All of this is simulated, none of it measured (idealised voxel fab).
You're looking at the process module voxel gate over fins.
Section shown: cut. Width: 255 nm. Cell size: 5 nm, square.
Square cells in a grid make up a cross-section in this document, and the grid is given as bands, listed from the top down, each one or more rows of cells.
In this notation a band is specified by the heights of its top and bottom, in that order and in nm, after which its materials appear from left to right, each paired with its width in nm. The word "throughout" attached to a single material means that material fills the band from edge to edge; the word "blank" stands for empty space.
Heights are reckoned from 0. Under this level, the received wafer is all of one material. The bottommost band is open-ended downward, for example "z 0 and below".
Graded width ("30..40"): value in top row of band = first number; value in bottom row = second number; row-to-row change constant.
The cross-section has no changed cell in any step marked "left unchanged".
"Closed void catalog": empty spaces of 8 cells or more with no open way to the top, each given as width x height at distance, distance from the left edge, all in nm.
On each step's line, the part that comes after the settings is the simulator's own comment on the step.
When a step includes a mask, the "overlay nm" setting on its line states how far to the right of its planned place that mask lay, and negative values state how far to the left.
Read each pair as before and after one process step. The after cross-section shows only down to the lowest band that changed. The step between them and its settings are given below the pair. Pairs can come from different runs of this module on the same starting wafer. A pair continues from the pair above only where its "Cross-section, before" entry says so.

Cross-section, before:
z 0 and below = Si throughout
Closed void catalog: none

Post-Process View:
z 10 to 0 = SiN throughout
Under the height 0 nothing was changed.
Closed void catalog: none
Between the two cross-sections shown above, the process step is CONFORMAL_DEP [material SiN] [thk nm 10]

Cross-section, before: The prior state of this step coincides with the post-step cross-section of the pair just above.

Post-Process View:
z 25 to 10 = blank: 85, resist: 15, blank: 20, resist: 15, blank: 20, resist: 15, blank: 85
Under the height 10 nothing was changed.
Closed void catalog: none
Between the two cross-sections shown above, the process step is PATTERN [tone cover] [mask id FINS] [material resist] [width nm 15] [pitch nm 35] [thk nm 15] [overlay nm 0]

Cross-section, before: The prior state of this step coincides with the post-step cross-section of the pair just above.

Post-Process View:
z 25 to 10 = blank: 85, resist: 15, blank: 20, resist: 15, blank: 20, resist: 15, blank: 85
z 10 to 0 = blank: 85, SiN: 15, blank: 20, SiN: 15, blank: 20, SiN: 15, blank: 85
Under the height 0 nothing was changed.
Closed void catalog: none
Between the two cross-sections shown above, the process step is DIRECTIONAL_ETCH [etch materials SiN] [depth nm 10]

Cross-section, before: The prior state of this step coincides with the post-step cross-section of the pair just above.

Post-Process View:
z 25 to 10 = blank: 85, resist: 15, blank: 20, resist: 15, blank: 20, resist: 15, blank: 85
z 10 to 0 = blank: 85, SiN: 15, blank: 20, SiN: 15, blank: 20, SiN: 15, blank: 85
z 0 to -30 = blank: 85, Si: 15, blank: 20, Si: 15, blank: 20, Si: 15, blank: 85
Under the height -30 nothing was changed.
Closed void catalog: none
Between the two cross-sections shown above, the process step is DIRECTIONAL_ETCH [etch materials Si] [depth nm 30]

Cross-section, before: The prior state of this step coincides with the post-step cross-section of the pair just above.

Post-Process View:
z 10 to 0 = blank: 85, SiN: 15, blank: 20, SiN: 15, blank: 20, SiN: 15, blank: 85
Under the height 0 nothing was changed.
Closed void catalog: none
Between the two cross-sections shown above, the process step is STRIP [etch materials resist]

Cross-section, before: The prior state of this step coincides with the post-step cross-section of the pair just above.

Post-Process View:
z 10 to 0 = blank: 85, SiN: 15, blank: 20, SiN: 15, blank: 20, SiN: 15, blank: 85
z 0 to -30 = blank: 85, SiO2: 5, Si: 5, SiO2: 5, blank: 20, SiO2: 5, Si: 5, SiO2: 5, blank: 20, SiO2: 5, Si: 5, SiO2: 5, blank: 85
z -30 to -35 = SiO2: 90, Si: 5, SiO2: 30, Si: 5, SiO2: 30, Si: 5, SiO2: 90
Under the height -35 nothing was changed.
Closed void catalog: none
Between the two cross-sections shown above, the process step is OXIDIZE [depth nm 5]

Cross-section, before: The prior state of this step coincides with the post-step cross-section of the pair just above.

Post-Process View:
z 20 to 10 = SiO2 throughout
z 10 to 0 = SiO2: 85, SiN: 15, SiO2: 20, SiN: 15, SiO2: 20, SiN: 15, SiO2: 85
z 0 to -35 = SiO2: 90, Si: 5, SiO2: 30, Si: 5, SiO2: 30, Si: 5, SiO2: 90
Under the height -35 nothing was changed.
Closed void catalog: none
Between the two cross-sections shown above, the process step is FILL_DEP [material SiO2] [thk nm 10]

Cross-section, before: The prior state of this step coincides with the post-step cross-section of the pair just above.

Post-Process View:
z 10 to 0 = SiO2: 85, SiN: 15, SiO2: 20, SiN: 15, SiO2: 20, SiN: 15, SiO2: 85
Under the height 0 nothing was changed.
Closed void catalog: none
Between the two cross-sections shown above, the process step is CMP [height nm 10]

Cross-section, before: The prior state of this step coincides with the post-step cross-section of the pair just above.

Post-Process View:
z 10 to 0 = blank: 85, SiN: 15, blank: 20, SiN: 15, blank: 20, SiN: 15, blank: 85
z 0 to -10 = blank: 90, Si: 5, blank: 30, Si: 5, blank: 30, Si: 5, blank: 90
Under the height -10 nothing was changed.
Closed void catalog: none
Between the two cross-sections shown above, the process step is SELECTIVE_ETCH [etch materials SiO2] [depth nm 20]

Cross-section, before: The prior state of this step coincides with the post-step cross-section of the pair just above.

Post-Process View:
z 0 to -10 = blank: 90, Si: 5, blank: 30, Si: 5, blank: 30, Si: 5, blank: 90
Under the height -10 nothing was changed.
Closed void catalog: none
Between the two cross-sections shown above, the process step is STRIP [etch materials SiN]

Cross-section, before: The prior state of this step coincides with the post-step cross-section of the pair just above.

Post-Process View:
z 5 to 0 = blank: 85, HfO2: 15, blank: 20, HfO2: 15, blank: 20, HfO2: 15, blank: 85
z 0 to -5 = blank: 85, HfO2: 5, Si: 5, HfO2: 5, blank: 20, HfO2: 5, Si: 5, HfO2: 5, blank: 20, HfO2: 5, Si: 5, HfO2: 5, blank: 85
z -5 to -10 = HfO2: 90, Si: 5, HfO2: 30, Si: 5, HfO2: 30, Si: 5, HfO2: 90
Under the height -10 nothing was changed.
Closed void catalog: none
Between the two cross-sections shown above, the process step is CONFORMAL_DEP [material HfO2] [thk nm 5]

Cross-section, before: The prior state of this step coincides with the post-step cross-section of the pair just above.

Post-Process View:
z 10 to 5 = blank: 80, TiN: 25, blank: 10, TiN: 25, blank: 10, TiN: 25, blank: 80
z 5 to 0 = blank: 80, TiN: 5, HfO2: 15, TiN: 5, blank: 10, TiN: 5, HfO2: 15, TiN: 5, blank: 10, TiN: 5, HfO2: 15, TiN: 5, blank: 80
z 0 to -5 = TiN: 85, HfO2: 5, Si: 5, HfO2: 5, TiN: 20, HfO2: 5, Si: 5, HfO2: 5, TiN: 20, HfO2: 5, Si: 5, HfO2: 5, TiN: 85
Under the height -5 nothing was changed.
Closed void catalog: none
Between the two cross-sections shown above, the process step is CONFORMAL_DEP [material TiN] [thk nm 5]

Cross-section, before: The prior state of this step coincides with the post-step cross-section of the pair just above.

Post-Process View:
z 20 to 10 = W throughout
z 10 to 5 = W: 80, TiN: 25, W: 10, TiN: 25, W: 10, TiN: 25, W: 80
z 5 to 0 = W: 80, TiN: 5, HfO2: 15, TiN: 5, W: 10, TiN: 5, HfO2: 15, TiN: 5, W: 10, TiN: 5, HfO2: 15, TiN: 5, W: 80
Under the height 0 nothing was changed.
Closed void catalog: none
Between the two cross-sections shown above, the process step is FILL_DEP [material W] [thk nm 10]

Cross-section, before: The prior state of this step coincides with the post-step cross-section of the pair just above.

Post-Process View:
z 15 to 10 = W throughout
Under the height 10 nothing was changed.
Closed void catalog: none
Between the two cross-sections shown above, the process step is CMP [height nm 15]

Cross-section, before: The prior state of this step coincides with the post-step cross-section of the pair just above.

Post-Process View:
z 20 to 15 = SiCN throughout
Under the height 15 nothing was changed.
Closed void catalog: none
Between the two cross-sections shown above, the process step is CONFORMAL_DEP [material SiCN] [thk nm 5]

Cross-section, before:
z 0 to -10 = blank: 90, Si: 5, blank: 30, Si: 5, blank: 30, Si: 5, blank: 90
z -10 to -35 = SiO2: 90, Si: 5, SiO2: 30, Si: 5, SiO2: 30, Si: 5, SiO2: 90
z -35 and below = Si throughout
Closed void catalog: none

Post-Process View:
z 5 to 0 = blank: 85, TiN: 15, blank: 20, TiN: 15, blank: 20, TiN: 15, blank: 85
z 0 to -5 = blank: 85, TiN: 5, Si: 5, TiN: 5, blank: 20, TiN: 5, Si: 5, TiN: 5, blank: 20, TiN: 5, Si: 5, TiN: 5, blank: 85
z -5 to -10 = TiN: 90, Si: 5, TiN: 30, Si: 5, TiN: 30, Si: 5, TiN: 90
Under the height -10 nothing was changed.
Closed void catalog: none
Between the two cross-sections shown above, the process step is CONFORMAL_DEP [material TiN] [thk nm 5]

Cross-section, before: The prior state of this step coincides with the post-step cross-section of the pair just above.

Post-Process View:
z 15 to 5 = W throughout
z 5 to 0 = W: 85, TiN: 15, W: 20, TiN: 15, W: 20, TiN: 15, W: 85
z 0 to -5 = W: 85, TiN: 5, Si: 5, TiN: 5, W: 20, TiN: 5, Si: 5, TiN: 5, W: 20, TiN: 5, Si: 5, TiN: 5, W: 85
Under the height -5 nothing was changed.
Closed void catalog: none
Between the two cross-sections shown above, the process step is FILL_DEP [material W] [thk nm 10]

Cross-section, before: The prior state of this step coincides with the post-step cross-section of the pair just above.

Post-Process View:
z 20 to 15 = SiCN throughout
Under the height 15 nothing was changed.
Closed void catalog: none
Between the two cross-sections shown above, the process step is CONFORMAL_DEP [material SiCN] [thk nm 5]

Cross-section, before:
z 10 to 0 = blank: 85, SiN: 15, blank: 20, SiN: 15, blank: 20, SiN: 15, blank: 85
z 0 to -10 = blank: 90, Si: 5, blank: 30, Si: 5, blank: 30, Si: 5, blank: 90
z -10 to -35 = SiO2: 90, Si: 5, SiO2: 30, Si: 5, SiO2: 30, Si: 5, SiO2: 90
z -35 and below = Si throughout
Closed void catalog: none

Post-Process View:
z 10 to 0 = blank: 85, SiN: 15, blank: 20, SiN: 15, blank: 20, SiN: 15, blank: 85
z 0 to -30 = blank: 90, Si: 5, blank: 30, Si: 5, blank: 30, Si: 5, blank: 90
Under the height -30 nothing was changed.
Closed void catalog: none
Between the two cross-sections shown above, the process step is SELECTIVE_ETCH [etch materials SiO2] [depth nm 20]

Cross-section, before: The prior state of this step coincides with the post-step cross-section of the pair just above.

Post-Process View:
z 0 to -30 = blank: 90, Si: 5, blank: 30, Si: 5, blank: 30, Si: 5, blank: 90
Under the height -30 nothing was changed.
Closed void catalog: none
Between the two cross-sections shown above, the process step is STRIP [etch materials SiN]

Cross-section, before: The prior state of this step coincides with the post-step cross-section of the pair just above.

Post-Process View:
z 5 to 0 = blank: 85, HfO2: 15, blank: 20, HfO2: 15, blank: 20, HfO2: 15, blank: 85
z 0 to -25 = blank: 85, HfO2: 5, Si: 5, HfO2: 5, blank: 20, HfO2: 5, Si: 5, HfO2: 5, blank: 20, HfO2: 5, Si: 5, HfO2: 5, blank: 85
z -25 to -30 = HfO2: 90, Si: 5, HfO2: 30, Si: 5, HfO2: 30, Si: 5, HfO2: 90
Under the height -30 nothing was changed.
Closed void catalog: none
Between the two cross-sections shown above, the process step is CONFORMAL_DEP [material HfO2] [thk nm 5]

Cross-section, before: The prior state of this step coincides with the post-step cross-section of the pair just above.

Post-Process View:
z 10 to 5 = blank: 80, TiN: 25, blank: 10, TiN: 25, blank: 10, TiN: 25, blank: 80
z 5 to 0 = blank: 80, TiN: 5, HfO2: 15, TiN: 5, blank: 10, TiN: 5, HfO2: 15, TiN: 5, blank: 10, TiN: 5, HfO2: 15, TiN: 5, blank: 80
z 0 to -20 = blank: 80, TiN: 5, HfO2: 5, Si: 5, HfO2: 5, TiN: 5, blank: 10, TiN: 5, HfO2: 5, Si: 5, HfO2: 5, TiN: 5, blank: 10, TiN: 5, HfO2: 5, Si: 5, HfO2: 5, TiN: 5, blank: 80
z -20 to -25 = TiN: 85, HfO2: 5, Si: 5, HfO2: 5, TiN: 20, HfO2: 5, Si: 5, HfO2: 5, TiN: 20, HfO2: 5, Si: 5, HfO2: 5, TiN: 85
Under the height -25 nothing was changed.
Closed void catalog: none
Between the two cross-sections shown above, the process step is CONFORMAL_DEP [material TiN] [thk nm 5]

Cross-section, before: The prior state of this step coincides with the post-step cross-section of the pair just above.

Post-Process View:
z 20 to 10 = W throughout
z 10 to 5 = W: 80, TiN: 25, W: 10, TiN: 25, W: 10, TiN: 25, W: 80
z 5 to 0 = W: 80, TiN: 5, HfO2: 15, TiN: 5, W: 10, TiN: 5, HfO2: 15, TiN: 5, W: 10, TiN: 5, HfO2: 15, TiN: 5, W: 80
z 0 to -20 = W: 80, TiN: 5, HfO2: 5, Si: 5, HfO2: 5, TiN: 5, W: 10, TiN: 5, HfO2: 5, Si: 5, HfO2: 5, TiN: 5, W: 10, TiN: 5, HfO2: 5, Si: 5, HfO2: 5, TiN: 5, W: 80
Under the height -20 nothing was changed.
Closed void catalog: none
Between the two cross-sections shown above, the process step is FILL_DEP [material W] [thk nm 10]

Cross-section, before: The prior state of this step coincides with the post-step cross-section of the pair just above.

Post-Process View:
z 15 to 10 = W throughout
Under the height 10 nothing was changed.
Closed void catalog: none
Between the two cross-sections shown above, the process step is CMP [height nm 15]

Cross-section, before: The prior state of this step coincides with the post-step cross-section of the pair just above.

Post-Process View:
z 20 to 15 = SiCN throughout
Under the height 15 nothing was changed.
Closed void catalog: none
Between the two cross-sections shown above, the process step is CONFORMAL_DEP [material SiCN] [thk nm 5]

Cross-section, before:
z 5 to 0 = blank: 85, TiN: 15, blank: 20, TiN: 15, blank: 20, TiN: 15, blank: 85
z 0 to -5 = blank: 85, TiN: 5, Si: 5, TiN: 5, blank: 20, TiN: 5, Si: 5, TiN: 5, blank: 20, TiN: 5, Si: 5, TiN: 5, blank: 85
z -5 to -10 = TiN: 90, Si: 5, TiN: 30, Si: 5, TiN: 30, Si: 5, TiN: 90
z -10 to -35 = SiO2: 90, Si: 5, SiO2: 30, Si: 5, SiO2: 30, Si: 5, SiO2: 90
z -35 and below = Si throughout
Closed void catalog: none

Post-Process View:
z 10 to 5 = blank: 80, HfO2: 25, blank: 10, HfO2: 25, blank: 10, HfO2: 25, blank: 80
z 5 to 0 = blank: 80, HfO2: 5, TiN: 15, HfO2: 5, blank: 10, HfO2: 5, TiN: 15, HfO2: 5, blank: 10, HfO2: 5, TiN: 15, HfO2: 5, blank: 80
z 0 to -5 = HfO2: 85, TiN: 5, Si: 5, TiN: 5, HfO2: 20, TiN: 5, Si: 5, TiN: 5, HfO2: 20, TiN: 5, Si: 5, TiN: 5, HfO2: 85
Under the height -5 nothing was changed.
Closed void catalog: none
Between the two cross-sections shown above, the process step is CONFORMAL_DEP [material HfO2] [thk nm 5]

Cross-section, before: The prior state of this step coincides with the post-step cross-section of the pair just above.

Post-Process View:
z 20 to 10 = W throughout
z 10 to 5 = W: 80, HfO2: 25, W: 10, HfO2: 25, W: 10, HfO2: 25, W: 80
z 5 to 0 = W: 80, HfO2: 5, TiN: 15, HfO2: 5, W: 10, HfO2: 5, TiN: 15, HfO2: 5, W: 10, HfO2: 5, TiN: 15, HfO2: 5, W: 80
Under the height 0 nothing was changed.
Closed void catalog: none
Between the two cross-sections shown above, the process step is FILL_DEP [material W] [thk nm 10]

Cross-section, before: The prior state of this step coincides with the post-step cross-section of the pair just above.

Post-Process View:
z 15 to 10 = W throughout
Under the height 10 nothing was changed.
Closed void catalog: none
Between the two cross-sections shown above, the process step is CMP [height nm 15]

Cross-section, before: The prior state of this step coincides with the post-step cross-section of the pair just above.

Post-Process View:
z 20 to 15 = SiCN throughout
Under the height 15 nothing was changed.
Closed void catalog: none
Between the two cross-sections shown above, the process step is CONFORMAL_DEP [material SiCN] [thk nm 5]

Cross-section, before:
z 5 to 0 = blank: 85, HfO2: 15, blank: 20, HfO2: 15, blank: 20, HfO2: 15, blank: 85
z 0 to -5 = blank: 85, HfO2: 5, Si: 5, HfO2: 5, blank: 20, HfO2: 5, Si: 5, HfO2: 5, blank: 20, HfO2: 5, Si: 5, HfO2: 5, blank: 85
z -5 to -10 = HfO2: 90, Si: 5, HfO2: 30, Si: 5, HfO2: 30, Si: 5, HfO2: 90
z -10 to -35 = SiO2: 90, Si: 5, SiO2: 30, Si: 5, SiO2: 30, Si: 5, SiO2: 90
z -35 and below = Si throughout
Closed void catalog: none

Post-Process View:
z 20 to 10 = blank: 70, TiN: 115, blank: 70
z 10 to 5 = TiN throughout
z 5 to 0 = TiN: 85, HfO2: 15, TiN: 20, HfO2: 15, TiN: 20, HfO2: 15, TiN: 85
z 0 to -5 = TiN: 85, HfO2: 5, Si: 5, HfO2: 5, TiN: 20, HfO2: 5, Si: 5, HfO2: 5, TiN: 20, HfO2: 5, Si: 5, HfO2: 5, TiN: 85
Under the height -5 nothing was changed.
Closed void catalog: none
Between the two cross-sections shown above, the process step is CONFORMAL_DEP [material TiN] [thk nm 15]

Cross-section, before: The prior state of this step coincides with the post-step cross-section of the pair just above.

Post-Process View:
z 30 to 20 = W throughout
z 20 to 10 = W: 70, TiN: 115, W: 70
Under the height 10 nothing was changed.
Closed void catalog: none
Between the two cross-sections shown above, the process step is FILL_DEP [material W] [thk nm 10]

Cross-section, before: The prior state of this step coincides with the post-step cross-section of the pair just above.

Post-Process View:
z 15 to 10 = W: 70, TiN: 115, W: 70
Under the height 10 nothing was changed.
Closed void catalog: none
Between the two cross-sections shown above, the process step is CMP [height nm 15]

Cross-section, before: The prior state of this step coincides with the post-step cross-section of the pair just above.

Post-Process View:
z 20 to 15 = SiCN throughout
Under the height 15 nothing was changed.
Closed void catalog: none
Between the two cross-sections shown above, the process step is CONFORMAL_DEP [material SiCN] [thk nm 5]

Cross-section, before:
z 10 to 0 = SiN throughout
z 0 and below = Si throughout
Closed void catalog: none

Post-Process View:
z 25 to 10 = blank: 85, resist: 20, blank: 15, resist: 20, blank: 15, resist: 20, blank: 80
Under the height 10 nothing was changed.
Closed void catalog: none
Between the two cross-sections shown above, the process step is PATTERN [tone cover] [mask id FINS] [material resist] [width nm 20] [pitch nm 35] [thk nm 15] [overlay nm 0]

Cross-section, before: The prior state of this step coincides with the post-step cross-section of the pair just above.

Post-Process View:
z 25 to 10 = blank: 85, resist: 20, blank: 15, resist: 20, blank: 15, resist: 20, blank: 80
z 10 to 0 = blank: 85, SiN: 20, blank: 15, SiN: 20, blank: 15, SiN: 20, blank: 80
Under the height 0 nothing was changed.
Closed void catalog: none
Between the two cross-sections shown above, the process step is DIRECTIONAL_ETCH [etch materials SiN] [depth nm 10]

Cross-section, before: The prior state of this step coincides with the post-step cross-section of the pair just above.

Post-Process View:
z 25 to 10 = blank: 85, resist: 20, blank: 15, resist: 20, blank: 15, resist: 20, blank: 80
z 10 to 0 = blank: 85, SiN: 20, blank: 15, SiN: 20, blank: 15, SiN: 20, blank: 80
z 0 to -30 = blank: 85, Si: 20, blank: 15, Si: 20, blank: 15, Si: 20, blank: 80
Under the height -30 nothing was changed.
Closed void catalog: none
Between the two cross-sections shown above, the process step is DIRECTIONAL_ETCH [etch materials Si] [depth nm 30]

Cross-section, before: The prior state of this step coincides with the post-step cross-section of the pair just above.

Post-Process View:
z 10 to 0 = blank: 85, SiN: 20, blank: 15, SiN: 20, blank: 15, SiN: 20, blank: 80
Under the height 0 nothing was changed.
Closed void catalog: none
Between the two cross-sections shown above, the process step is STRIP [etch materials resist]

Cross-section, before: The prior state of this step coincides with the post-step cross-section of the pair just above.

Post-Process View:
z 10 to 0 = blank: 85, SiN: 20, blank: 15, SiN: 20, blank: 15, SiN: 20, blank: 80
z 0 to -30 = blank: 85, SiO2: 5, Si: 10, SiO2: 5, blank: 15, SiO2: 5, Si: 10, SiO2: 5, blank: 15, SiO2: 5, Si: 10, SiO2: 5, blank: 80
z -30 to -35 = SiO2: 90, Si: 10, SiO2: 25, Si: 10, SiO2: 25, Si: 10, SiO2: 85
Under the height -35 nothing was changed.
Closed void catalog: none
Between the two cross-sections shown above, the process step is OXIDIZE [depth nm 5]

Cross-section, before: The prior state of this step coincides with the post-step cross-section of the pair just above.

Post-Process View:
z 20 to 10 = SiO2 throughout
z 10 to 0 = SiO2: 85, SiN: 20, SiO2: 15, SiN: 20, SiO2: 15, SiN: 20, SiO2: 80
z 0 to -35 = SiO2: 90, Si: 10, SiO2: 25, Si: 10, SiO2: 25, Si: 10, SiO2: 85
Under the height -35 nothing was changed.
Closed void catalog: none
Between the two cross-sections shown above, the process step is FILL_DEP [material SiO2] [thk nm 10]

Cross-section, before: The prior state of this step coincides with the post-step cross-section of the pair just above.

Post-Process View:
z 10 to 0 = SiO2: 85, SiN: 20, SiO2: 15, SiN: 20, SiO2: 15, SiN: 20, SiO2: 80
Under the height 0 nothing was changed.
Closed void catalog: none
Between the two cross-sections shown above, the process step is CMP [height nm 10]

Cross-section, before: The prior state of this step coincides with the post-step cross-section of the pair just above.

Post-Process View:
z 10 to 0 = blank: 85, SiN: 20, blank: 15, SiN: 20, blank: 15, SiN: 20, blank: 80
z 0 to -10 = blank: 90, Si: 10, blank: 25, Si: 10, blank: 25, Si: 10, blank: 85
Under the height -10 nothing was changed.
Closed void catalog: none
Between the two cross-sections shown above, the process step is SELECTIVE_ETCH [etch materials SiO2] [depth nm 20]

Cross-section, before: The prior state of this step coincides with the post-step cross-section of the pair just above.

Post-Process View:
z 0 to -10 = blank: 90, Si: 10, blank: 25, Si: 10, blank: 25, Si: 10, blank: 85
Under the height -10 nothing was changed.
Closed void catalog: none
Between the two cross-sections shown above, the process step is STRIP [etch materials SiN]

Cross-section, before: The prior state of this step coincides with the post-step cross-section of the pair just above.

Post-Process View:
z 5 to 0 = blank: 85, HfO2: 20, blank: 15, HfO2: 20, blank: 15, HfO2: 20, blank: 80
z 0 to -5 = blank: 85, HfO2: 5, Si: 10, HfO2: 5, blank: 15, HfO2: 5, Si: 10, HfO2: 5, blank: 15, HfO2: 5, Si: 10, HfO2: 5, blank: 80
z -5 to -10 = HfO2: 90, Si: 10, HfO2: 25, Si: 10, HfO2: 25, Si: 10, HfO2: 85
Under the height -10 nothing was changed.
Closed void catalog: none
Between the two cross-sections shown above, the process step is CONFORMAL_DEP [material HfO2] [thk nm 5]

Cross-section, before: The prior state of this step coincides with the post-step cross-section of the pair just above.

Post-Process View:
z 10 to 5 = blank: 80, TiN: 30, blank: 5, TiN: 30, blank: 5, TiN: 30, blank: 75
z 5 to 0 = blank: 80, TiN: 5, HfO2: 20, TiN: 5, blank: 5, TiN: 5, HfO2: 20, TiN: 5, blank: 5, TiN: 5, HfO2: 20, TiN: 5, blank: 75
z 0 to -5 = TiN: 85, HfO2: 5, Si: 10, HfO2: 5, TiN: 15, HfO2: 5, Si: 10, HfO2: 5, TiN: 15, HfO2: 5, Si: 10, HfO2: 5, TiN: 80
Under the height -5 nothing was changed.
Closed void catalog: none
Between the two cross-sections shown above, the process step is CONFORMAL_DEP [material TiN] [thk nm 5]

Cross-section, before: The prior state of this step coincides with the post-step cross-section of the pair just above.

Post-Process View:
z 20 to 10 = W throughout
z 10 to 5 = W: 80, TiN: 30, W: 5, TiN: 30, W: 5, TiN: 30, W: 75
z 5 to 0 = W: 80, TiN: 5, HfO2: 20, TiN: 5, W: 5, TiN: 5, HfO2: 20, TiN: 5, W: 5, TiN: 5, HfO2: 20, TiN: 5, W: 75
Under the height 0 nothing was changed.
Closed void catalog: none
Between the two cross-sections shown above, the process step is FILL_DEP [material W] [thk nm 10]

Cross-section, before: The prior state of this step coincides with the post-step cross-section of the pair just above.

Post-Process View:
z 15 to 10 = W throughout
Under the height 10 nothing was changed.
Closed void catalog: none
Between the two cross-sections shown above, the process step is CMP [height nm 15]

Cross-section, before: The prior state of this step coincides with the post-step cross-section of the pair just above.

Post-Process View:
z 20 to 15 = SiCN throughout
Under the height 15 nothing was changed.
Closed void catalog: none
Between the two cross-sections shown above, the process step is CONFORMAL_DEP [material SiCN] [thk nm 5]

Cross-section, before:
z 10 to 0 = SiN throughout
z 0 and below = Si throughout
Closed void catalog: none

Post-Process View:
z 25 to 10 = blank: 95, resist: 15, blank: 20, resist: 15, blank: 20, resist: 15, blank: 75
Under the height 10 nothing was changed.
Closed void catalog: none
Between the two cross-sections shown above, the process step is PATTERN [tone cover] [mask id FINS] [material resist] [width nm 15] [pitch nm 35] [thk nm 15] [overlay nm 10]

Cross-section, before: The prior state of this step coincides with the post-step cross-section of the pair just above.

Post-Process View:
z 25 to 10 = blank: 95, resist: 15, blank: 20, resist: 15, blank: 20, resist: 15, blank: 75
z 10 to 0 = blank: 95, SiN: 15, blank: 20, SiN: 15, blank: 20, SiN: 15, blank: 75
Under the height 0 nothing was changed.
Closed void catalog: none
Between the two cross-sections shown above, the process step is DIRECTIONAL_ETCH [etch materials SiN] [depth nm 10]

Cross-section, before: The prior state of this step coincides with the post-step cross-section of the pair just above.

Post-Process View:
z 25 to 10 = blank: 95, resist: 15, blank: 20, resist: 15, blank: 20, resist: 15, blank: 75
z 10 to 0 = blank: 95, SiN: 15, blank: 20, SiN: 15, blank: 20, SiN: 15, blank: 75
z 0 to -30 = blank: 95, Si: 15, blank: 20, Si: 15, blank: 20, Si: 15, blank: 75
Under the height -30 nothing was changed.
Closed void catalog: none
Between the two cross-sections shown above, the process step is DIRECTIONAL_ETCH [etch materials Si] [depth nm 30]

Cross-section, before: The prior state of this step coincides with the post-step cross-section of the pair just above.

Post-Process View:
z 10 to 0 = blank: 95, SiN: 15, blank: 20, SiN: 15, blank: 20, SiN: 15, blank: 75
Under the height 0 nothing was changed.
Closed void catalog: none
Between the two cross-sections shown above, the process step is STRIP [etch materials resist]

Cross-section, before: The prior state of this step coincides with the post-step cross-section of the pair just above.

Post-Process View:
z 10 to 0 = blank: 95, SiN: 15, blank: 20, SiN: 15, blank: 20, SiN: 15, blank: 75
z 0 to -30 = blank: 95, SiO2: 5, Si: 5, SiO2: 5, blank: 20, SiO2: 5, Si: 5, SiO2: 5, blank: 20, SiO2: 5, Si: 5, SiO2: 5, blank: 75
z -30 to -35 = SiO2: 100, Si: 5, SiO2: 30, Si: 5, SiO2: 30, Si: 5, SiO2: 80
Under the height -35 nothing was changed.
Closed void catalog: none
Between the two cross-sections shown above, the process step is OXIDIZE [depth nm 5]

Cross-section, before: The prior state of this step coincides with the post-step cross-section of the pair just above.

Post-Process View:
z 20 to 10 = SiO2 throughout
z 10 to 0 = SiO2: 95, SiN: 15, SiO2: 20, SiN: 15, SiO2: 20, SiN: 15, SiO2: 75
z 0 to -35 = SiO2: 100, Si: 5, SiO2: 30, Si: 5, SiO2: 30, Si: 5, SiO2: 80
Under the height -35 nothing was changed.
Closed void catalog: none
Between the two cross-sections shown above, the process step is FILL_DEP [material SiO2] [thk nm 10]

Cross-section, before: The prior state of this step coincides with the post-step cross-section of the pair just above.

Post-Process View:
z 10 to 0 = SiO2: 95, SiN: 15, SiO2: 20, SiN: 15, SiO2: 20, SiN: 15, SiO2: 75
Under the height 0 nothing was changed.
Closed void catalog: none
Between the two cross-sections shown above, the process step is CMP [height nm 10]

Cross-section, before: The prior state of this step coincides with the post-step cross-section of the pair just above.

Post-Process View:
z 10 to 0 = blank: 95, SiN: 15, blank: 20, SiN: 15, blank: 20, SiN: 15, blank: 75
z 0 to -10 = blank: 100, Si: 5, blank: 30, Si: 5, blank: 30, Si: 5, blank: 80
Under the height -10 nothing was changed.
Closed void catalog: none
Between the two cross-sections shown above, the process step is SELECTIVE_ETCH [etch materials SiO2] [depth nm 20]

Cross-section, before: The prior state of this step coincides with the post-step cross-section of the pair just above.

Post-Process View:
z 0 to -10 = blank: 100, Si: 5, blank: 30, Si: 5, blank: 30, Si: 5, blank: 80
Under the height -10 nothing was changed.
Closed void catalog: none
Between the two cross-sections shown above, the process step is STRIP [etch materials SiN]

Cross-section, before: The prior state of this step coincides with the post-step cross-section of the pair just above.

Post-Process View:
z 5 to 0 = blank: 95, HfO2: 15, blank: 20, HfO2: 15, blank: 20, HfO2: 15, blank: 75
z 0 to -5 = blank: 95, HfO2: 5, Si: 5, HfO2: 5, blank: 20, HfO2: 5, Si: 5, HfO2: 5, blank: 20, HfO2: 5, Si: 5, HfO2: 5, blank: 75
z -5 to -10 = HfO2: 100, Si: 5, HfO2: 30, Si: 5, HfO2: 30, Si: 5, HfO2: 80
Under the height -10 nothing was changed.
Closed void catalog: none
Between the two cross-sections shown above, the process step is CONFORMAL_DEP [material HfO2] [thk nm 5]

Cross-section, before: The prior state of this step coincides with the post-step cross-section of the pair just above.

Post-Process View:
z 10 to 5 = blank: 90, TiN: 25, blank: 10, TiN: 25, blank: 10, TiN: 25, blank: 70
z 5 to 0 = blank: 90, TiN: 5, HfO2: 15, TiN: 5, blank: 10, TiN: 5, HfO2: 15, TiN: 5, blank: 10, TiN: 5, HfO2: 15, TiN: 5, blank: 70
z 0 to -5 = TiN: 95, HfO2: 5, Si: 5, HfO2: 5, TiN: 20, HfO2: 5, Si: 5, HfO2: 5, TiN: 20, HfO2: 5, Si: 5, HfO2: 5, TiN: 75
Under the height -5 nothing was changed.
Closed void catalog: none
Between the two cross-sections shown above, the process step is CONFORMAL_DEP [material TiN] [thk nm 5]

Cross-section, before: The prior state of this step coincides with the post-step cross-section of the pair just above.

Post-Process View:
z 20 to 10 = W throughout
z 10 to 5 = W: 90, TiN: 25, W: 10, TiN: 25, W: 10, TiN: 25, W: 70
z 5 to 0 = W: 90, TiN: 5, HfO2: 15, TiN: 5, W: 10, TiN: 5, HfO2: 15, TiN: 5, W: 10, TiN: 5, HfO2: 15, TiN: 5, W: 70
Under the height 0 nothing was changed.
Closed void catalog: none
Between the two cross-sections shown above, the process step is FILL_DEP [material W] [thk nm 10]

Cross-section, before: The prior state of this step coincides with the post-step cross-section of the pair just above.

Post-Process View:
z 15 to 10 = W throughout
Under the height 10 nothing was changed.
Closed void catalog: none
Between the two cross-sections shown above, the process step is CMP [height nm 15]

Cross-section, before: The prior state of this step coincides with the post-step cross-section of the pair just above.

Post-Process View:
z 20 to 15 = SiCN throughout
Under the height 15 nothing was changed.
Closed void catalog: none
Between the two cross-sections shown above, the process step is CONFORMAL_DEP [material SiCN] [thk nm 5]
